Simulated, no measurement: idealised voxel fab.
This section sets out a process module, namely voxel self aligned vias.
It is cross-section cut that appears here, measuring 190 nm in width, its square cells being 5 nm in size.
Cross-section = grid of square cells, listed top down in bands; band = one or more rows.
Heads up on the band format: heights come first, top then bottom, in nm. After that it's the materials left to right, each with its width in nm. A single material flagged "all across" fills the whole band edge to edge, and "blank" means there's empty space there.
It should be noted that heights are counted from 0, beneath which the wafer as supplied is of one material throughout, and that the lowest band possesses no lower boundary but continues downward, as written in "from 0 down".
The two numbers in a width such as "30..40" mark its ends across the band: the first belongs to the top row of cells, the second to the bottom row, and from each row to the next the width moves by the same amount.
"nothing got changed" means the step left every cell of the cross-section as it was.
Empty spaces counting at least 8 cells and having no open way to the top are listed in "Trapped voids". The notation width x height at distance is used for each, the distance being from the left edge and all three values in nm.
On a step's line, text after the settings is the simulator commenting on that step.
overlay nm: where the mask lay relative to plan, measured to the right, on steps with a mask; negatives go left.

Steps planned for the process
1 RECEIVE (material Si)
2 CONFORMAL_DEP (material SiO2; thk nm 10)
3 CONFORMAL_DEP (material SiCN; thk nm 5)
4 DIRECTIONAL_DEP (material lowk; thk nm 20)
5 PATTERN (tone open; mask id LINES; material resist; width nm 25; pitch nm 65; thk nm 20; overlay nm 0)
6 DIRECTIONAL_ETCH (etch materials lowk; depth nm 20)
7 STRIP (etch materials resist)
8 CONFORMAL_DEP (material TiN; thk nm 5)
9 FILL_DEP (material Ru; thk nm 10)
10 CMP (height nm 35)
11 SELECTIVE_ETCH (etch materials W Ru TiN; depth nm 5)
12 FILL_DEP (material SiN; thk nm 5)
13 CMP (height nm 35)
14 DIRECTIONAL_DEP (material lowk; thk nm 20)
15 MASKED_ETCH (tone open; mask id VIAS; width nm 35; etch materials lowk; depth nm 20; overlay nm 0)
16 MASKED_ETCH (tone open; mask id VIAS; width nm 35; etch materials SiN; depth nm 5; overlay nm 0)
17 CONFORMAL_DEP (material TiN; thk nm 5)
18 FILL_DEP (material Ru; thk nm 5)
19 CMP (height nm 55)
20 CONFORMAL_DEP (material SiCN; thk nm 5)

first wafer, as planned

This is the cross-section of the wafer as we received it, i.e. after step 1
  from 0 down = Si all across
  Trapped voids: none

after step 2
  from 10 to 0 = SiO2 all across
  Below 0, the layers are the same as they were.

after step 3
  from 15 to 10 = SiCN all across
  Below 10, the layers are the same as they were.

after step 4
  from 35 to 15 = lowk all across
  Below 15, the layers are the same as they were.

after step 5
  from 55 to 35 = 50 resist, then 25 blank, then 40 resist, then 25 blank, then 50 resist
  Below 35, the layers are the same as they were.

after step 6
  from 55 to 35 = 50 resist, then 25 blank, then 40 resist, then 25 blank, then 50 resist
  from 35 to 15 = 50 lowk, then 25 blank, then 40 lowk, then 25 blank, then 50 lowk
  Below 15, the layers are the same as they were.

after step 7
  from 35 to 15 = 50 lowk, then 25 blank, then 40 lowk, then 25 blank, then 50 lowk
  Below 15, the layers are the same as they were.

after step 8
  from 40 to 35 = 55 TiN, then 15 blank, then 50 TiN, then 15 blank, then 55 TiN
  from 35 to 20 = 50 lowk, then 5 TiN, then 15 blank, then 5 TiN, then 40 lowk, then 5 TiN, then 15 blank, then 5 TiN, then 50 lowk
  from 20 to 15 = 50 lowk, then 25 TiN, then 40 lowk, then 25 TiN, then 50 lowk
  Below 15, the layers are the same as they were.

after step 9
  from 50 to 40 = Ru all across
  from 40 to 35 = 55 TiN, then 15 Ru, then 50 TiN, then 15 Ru, then 55 TiN
  from 35 to 20 = 50 lowk, then 5 TiN, then 15 Ru, then 5 TiN, then 40 lowk, then 5 TiN, then 15 Ru, then 5 TiN, then 50 lowk
  Below 20, the layers are the same as they were.

after step 10
  from 35 to 20 = 50 lowk, then 5 TiN, then 15 Ru, then 5 TiN, then 40 lowk, then 5 TiN, then 15 Ru, then 5 TiN, then 50 lowk
  Below 20, the layers are the same as they were.

after step 11
  from 35 to 30 = 50 lowk, then 25 blank, then 40 lowk, then 25 blank, then 50 lowk
  Below 30, the layers are the same as they were.

after step 12
  from 40 to 35 = SiN all across
  from 35 to 30 = 50 lowk, then 25 SiN, then 40 lowk, then 25 SiN, then 50 lowk
  Below 30, the layers are the same as they were.

after step 13
  from 35 to 30 = 50 lowk, then 25 SiN, then 40 lowk, then 25 SiN, then 50 lowk
  Below 30, the layers are the same as they were.

after step 14
  from 55 to 35 = lowk all across
  Below 35, the layers are the same as they were.

after step 15
  from 55 to 35 = 45 lowk, then 35 blank, then 110 lowk
  Below 35, the layers are the same as they were.

after step 16
  from 55 to 35 = 45 lowk, then 35 blank, then 110 lowk
  from 35 to 30 = 50 lowk, then 25 blank, then 40 lowk, then 25 SiN, then 50 lowk
  Below 30, the layers are the same as they were.

after step 17
  from 60 to 55 = 50 TiN, then 25 blank, then 115 TiN
  from 55 to 40 = 45 lowk, then 5 TiN, then 25 blank, then 5 TiN, then 110 lowk
  from 40 to 35 = 45 lowk, then 10 TiN, then 15 blank, then 10 TiN, then 110 lowk
  from 35 to 30 = 50 lowk, then 25 TiN, then 40 lowk, then 25 SiN, then 50 lowk
  Below 30, the layers are the same as they were.

after step 18
  from 65 to 60 = Ru all across
  from 60 to 55 = 50 TiN, then 25 Ru, then 115 TiN
  from 55 to 40 = 45 lowk, then 5 TiN, then 25 Ru, then 5 TiN, then 110 lowk
  from 40 to 35 = 45 lowk, then 10 TiN, then 15 Ru, then 10 TiN, then 110 lowk
  Below 35, the layers are the same as they were.

after step 19
  from 55 to 40 = 45 lowk, then 5 TiN, then 25 Ru, then 5 TiN, then 110 lowk
  Below 40, the layers are the same as they were.

after step 20
  from 60 to 55 = SiCN all across
  Below 55, the layers are the same as they were.

Second Wafer (Identical Start and Plan, One Processing Error; Matches First Wafer Through Step 14)

Second wafer profile in section, at the moment step 15 of the plan was meant to be complete
  from 55 to 35 = 50 lowk, then 30 blank, then 110 lowk
  Below 35, the layers are the same as they were.

Second wafer profile in section, at the moment step 16 of the plan was meant to be complete
  from 55 to 35 = 50 lowk, then 30 blank, then 110 lowk
  from 35 to 30 = 50 lowk, then 25 blank, then 40 lowk, then 25 SiN, then 50 lowk
  Below 30, the layers are the same as they were.

Second wafer profile in section, at the moment step 17 of the plan was meant to be complete
  from 60 to 55 = 55 TiN, then 20 blank, then 115 TiN
  from 55 to 40 = 50 lowk, then 5 TiN, then 20 blank, then 5 TiN, then 110 lowk
  from 40 to 35 = 50 lowk, then 5 TiN, then 15 blank, then 10 TiN, then 110 lowk
  from 35 to 30 = 50 lowk, then 25 TiN, then 40 lowk, then 25 SiN, then 50 lowk
  Below 30, the layers are the same as they were.

Second wafer profile in section, at the moment step 18 of the plan was meant to be complete
  from 65 to 60 = Ru all across
  from 60 to 55 = 55 TiN, then 20 Ru, then 115 TiN
  from 55 to 40 = 50 lowk, then 5 TiN, then 20 Ru, then 5 TiN, then 110 lowk
  from 40 to 35 = 50 lowk, then 5 TiN, then 15 Ru, then 10 TiN, then 110 lowk
  Below 35, the layers are the same as they were.

Second wafer profile in section, at the moment step 19 of the plan was meant to be complete
  from 55 to 40 = 50 lowk, then 5 TiN, then 20 Ru, then 5 TiN, then 110 lowk
  Below 40, the layers are the same as they were.

Second wafer profile in section, at the moment step 20 of the plan was meant to be complete
  from 60 to 55 = SiCN all across
  Below 55, the layers are the same as they were.
Processing error: step 15 was processed under conditions differing from the plan, specifically as MASKED_ETCH (tone open; mask id VIAS; width nm 30; etch materials lowk; depth nm 20; overlay nm 0)
Per the end-of-run cell counts, the second wafer holds more or fewer of some materials than the first: Ru: 3 fewer, TiN: 1 fewer, lowk: 4 more
